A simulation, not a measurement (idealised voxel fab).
Process module in this document: voxel transistor to metal
Shown is cross-section cut, with a width of 250 nm and square cells of size 5 nm.
Cross-section spec: square-cell grid; bands listed top down; each band is one or more rows.
Each band's line starts with the height of the band's top and of its bottom, in nm. Then come its materials from left to right, each with its width in nm. One material with "edge to edge" fills the band from edge to edge. "empty" is empty space.
Measure heights from 0. That's the level where, below it, the as-received wafer is all one material. The lowest band is bottomless and extends downward; write it as in "z 0 and below".
The expression "30 to 40" gives the width at the extremes of the band, the first number at its top row of cells and the second at its bottom row, with the width changing by equal amounts from each row to the next in between.
You'll sometimes find "everything unchanged" written for a step, and that's the way of saying that nowhere in the cross-section did a cell change during that step.
The entry "Entrapped void list" lists the empty spaces that cover at least 8 cells and have no open path to the top. Each is written as width x height at distance, where the distance is measured from the left edge and all three values are in nm.
Whatever follows a step's settings on its line is a remark the simulator itself makes about that step.
Each step line may optionally specify "overlay nm", which for a step with a mask gives the rightward distance between the mask's planned place and where it lay, a negative value indicating the leftward direction.
# The following list gives the planned process steps
- 1: RECEIVE, material Si
- 2: CONFORMAL_DEP, material SiO2, thk nm 5
- 3: CONFORMAL_DEP, material SiN, thk nm 15
- 4: MASKED_ETCH, tone cover, mask id ACTIVE, width nm 85, pitch nm 115, etch materials SiN, depth nm 15, overlay nm 0
- 5: MASKED_ETCH, tone cover, mask id ACTIVE, width nm 85, pitch nm 115, etch materials SiO2, depth nm 5, overlay nm 0
- 6: MASKED_ETCH, tone cover, mask id ACTIVE, width nm 85, pitch nm 115, etch materials Si, depth nm 20, overlay nm 0
- 7: OXIDIZE, depth nm 5
- 8: FILL_DEP, material SiO2, thk nm 5
- 9: CMP, height nm 20
- 10: SELECTIVE_ETCH, etch materials SiO2, depth nm 15
- 11: STRIP, etch materials SiN
- 12: SELECTIVE_ETCH, etch materials SiO2, depth nm 5
- 13: OXIDIZE, depth nm 5
- 14: DIRECTIONAL_DEP, material polySi, thk nm 30
- 15: DIRECTIONAL_DEP, material SiCN, thk nm 15
- 16: PATTERN, tone cover, mask id GATE, material resist, width nm 15, pitch nm 115, thk nm 20, overlay nm 0
- 17: DIRECTIONAL_ETCH, etch materials SiCN, depth nm 25
- 18: DIRECTIONAL_ETCH, etch materials polySi, depth nm 40
- 19: STRIP, etch materials resist
- 20: CONFORMAL_DEP, material SiN, thk nm 5
- 21: DIRECTIONAL_ETCH, etch materials SiN, depth nm 5
- 22: DIRECTIONAL_ETCH, etch materials SiO2, depth nm 5
- 23: DIRECTIONAL_ETCH, etch materials Si, depth nm 10
- 24: EPI, material nSi, thk nm 10
- 25: FILL_DEP, material SiO2, thk nm 10
- 26: CMP, height nm 45
- 27: DIRECTIONAL_DEP, material SiO2, thk nm 15
- 28: PATTERN, tone open, mask id CONTACT, material resist, width nm 15, thk nm 15, overlay nm 0
- 29: DIRECTIONAL_ETCH, etch materials SiO2, depth nm 65
- 30: STRIP, etch materials resist
- 31: CONFORMAL_DEP, material TiN, thk nm 5
- 32: FILL_DEP, material W, thk nm 5
- 33: CMP, height nm 60
- 34: DIRECTIONAL_DEP, material TiN, thk nm 5
- 35: DIRECTIONAL_DEP, material W, thk nm 15
- 36: DIRECTIONAL_DEP, material aC, thk nm 10
- 37: PATTERN, tone cover, mask id METAL_1, material resist, width nm 15, thk nm 25, overlay nm 0
- 38: DIRECTIONAL_ETCH, etch materials aC, depth nm 10
- 39: STRIP, etch materials resist
- 40: DIRECTIONAL_ETCH, etch materials W, depth nm 15
- 41: DIRECTIONAL_ETCH, etch materials TiN, depth nm 5
- 42: STRIP, etch materials aC
- 43: CONFORMAL_DEP, material SiCN, thk nm 5
- 44: FILL_DEP, material lowk, thk nm 10
- 45: CMP, height nm 80
- 46: CONFORMAL_DEP, material SiCN, thk nm 5
# This is the cross-section of the wafer as we received it, i.e. after step 1
z 0 and below  Si edge to edge
Entrapped void list: none
# Looking at the first of two wafers in cross-section at end of module - ran to plan
z 85 to 80  SiCN edge to edge
z 80 to 65  25 of lowk / 5 of SiCN / 15 of W / 5 of SiCN / 35 of lowk / 5 of SiCN / 15 of W / 5 of SiCN / 30 of lowk / 5 of SiCN / 15 of W / 5 of SiCN / 35 of lowk / 5 of SiCN / 15 of W / 5 of SiCN / 25 of lowk
z 65 to 60  30 of SiCN / 15 of TiN / 45 of SiCN / 15 of TiN / 40 of SiCN / 15 of TiN / 45 of SiCN / 15 of TiN / 30 of SiCN
z 60 to 45  30 of SiO2 / 5 of TiN / 5 of W / 5 of TiN / 45 of SiO2 / 5 of TiN / 5 of W / 5 of TiN / 40 of SiO2 / 5 of TiN / 5 of W / 5 of TiN / 45 of SiO2 / 5 of TiN / 5 of W / 5 of TiN / 30 of SiO2
z 45 to 30  30 of SiO2 / 5 of TiN / 5 of W / 5 of TiN / 10 of SiO2 / 5 of SiN / 15 of SiCN / 5 of SiN / 10 of SiO2 / 5 of TiN / 5 of W / 5 of TiN / 40 of SiO2 / 5 of TiN / 5 of W / 5 of TiN / 10 of SiO2 / 5 of SiN / 15 of SiCN / 5 of SiN / 10 of SiO2 / 5 of TiN / 5 of W / 5 of TiN / 30 of SiO2
z 30 to 5  30 of SiO2 / 5 of TiN / 5 of W / 5 of TiN / 10 of SiO2 / 5 of SiN / 15 of polySi / 5 of SiN / 10 of SiO2 / 5 of TiN / 5 of W / 5 of TiN / 40 of SiO2 / 5 of TiN / 5 of W / 5 of TiN / 10 of SiO2 / 5 of SiN / 15 of polySi / 5 of SiN / 10 of SiO2 / 5 of TiN / 5 of W / 5 of TiN / 30 of SiO2
z 5 to 0  30 of SiO2 / 5 of TiN / 5 of W / 5 of TiN / 10 of nSi / 5 of SiN / 15 of polySi / 5 of SiN / 10 of nSi / 5 of TiN / 5 of W / 5 of TiN / 40 of SiO2 / 5 of TiN / 5 of W / 5 of TiN / 10 of nSi / 5 of SiN / 15 of polySi / 5 of SiN / 10 of nSi / 5 of TiN / 5 of W / 5 of TiN / 30 of SiO2
z 0 to -5  30 of SiO2 / 15 of TiN / 10 of nSi / 25 of SiO2 / 10 of nSi / 15 of TiN / 40 of SiO2 / 15 of TiN / 10 of nSi / 25 of SiO2 / 10 of nSi / 15 of TiN / 30 of SiO2
z -5 to -15  30 of SiO2 / 25 of nSi / 25 of Si / 25 of nSi / 40 of SiO2 / 25 of nSi / 25 of Si / 25 of nSi / 30 of SiO2
z -15 to -25  30 of SiO2 / 75 of Si / 40 of SiO2 / 75 of Si / 30 of SiO2
z -25 and below  Si edge to edge
Entrapped void list: none
# Cross-section of the latter of the two wafers at module completion. It had an identical start and an identical plan to the former; in running it, one mistake was made
z 85 to 80  SiCN edge to edge
z 80 to 65  25 of lowk / 5 of SiCN / 15 of W / 5 of SiCN / 35 of lowk / 5 of SiCN / 15 of W / 5 of SiCN / 30 of lowk / 5 of SiCN / 15 of W / 5 of SiCN / 35 of lowk / 5 of SiCN / 15 of W / 5 of SiCN / 25 of lowk
z 65 to 60  30 of SiCN / 15 of TiN / 45 of SiCN / 15 of TiN / 40 of SiCN / 15 of TiN / 45 of SiCN / 15 of TiN / 30 of SiCN
z 60 to 45  lowk edge to edge
z 45 to 30  55 of SiO2 / 5 of SiN / 15 of SiCN / 5 of SiN / 90 of SiO2 / 5 of SiN / 15 of SiCN / 5 of SiN / 55 of SiO2
z 30 to 5  55 of SiO2 / 5 of SiN / 15 of polySi / 5 of SiN / 90 of SiO2 / 5 of SiN / 15 of polySi / 5 of SiN / 55 of SiO2
z 5 to 0  45 of SiO2 / 10 of nSi / 5 of SiN / 15 of polySi / 5 of SiN / 10 of nSi / 70 of SiO2 / 10 of nSi / 5 of SiN / 15 of polySi / 5 of SiN / 10 of nSi / 45 of SiO2
z 0 to -5  45 of SiO2 / 10 of nSi / 25 of SiO2 / 10 of nSi / 70 of SiO2 / 10 of nSi / 25 of SiO2 / 10 of nSi / 45 of SiO2
z -5 to -15  30 of SiO2 / 25 of nSi / 25 of Si / 25 of nSi / 40 of SiO2 / 25 of nSi / 25 of Si / 25 of nSi / 30 of SiO2
z -15 to -25  30 of SiO2 / 75 of Si / 40 of SiO2 / 75 of Si / 30 of SiO2
z -25 and below  Si edge to edge
Entrapped void list: none
Finding, execution versus plan: planned and actual differ for step 27; actual: DIRECTIONAL_DEP, material lowk, thk nm 15
Looking at both finished wafers in cells, the second ends up ahead of or behind the first on some materials: SiO2: 6 more, TiN: 108 fewer, W: 48 fewer, lowk: 150 more
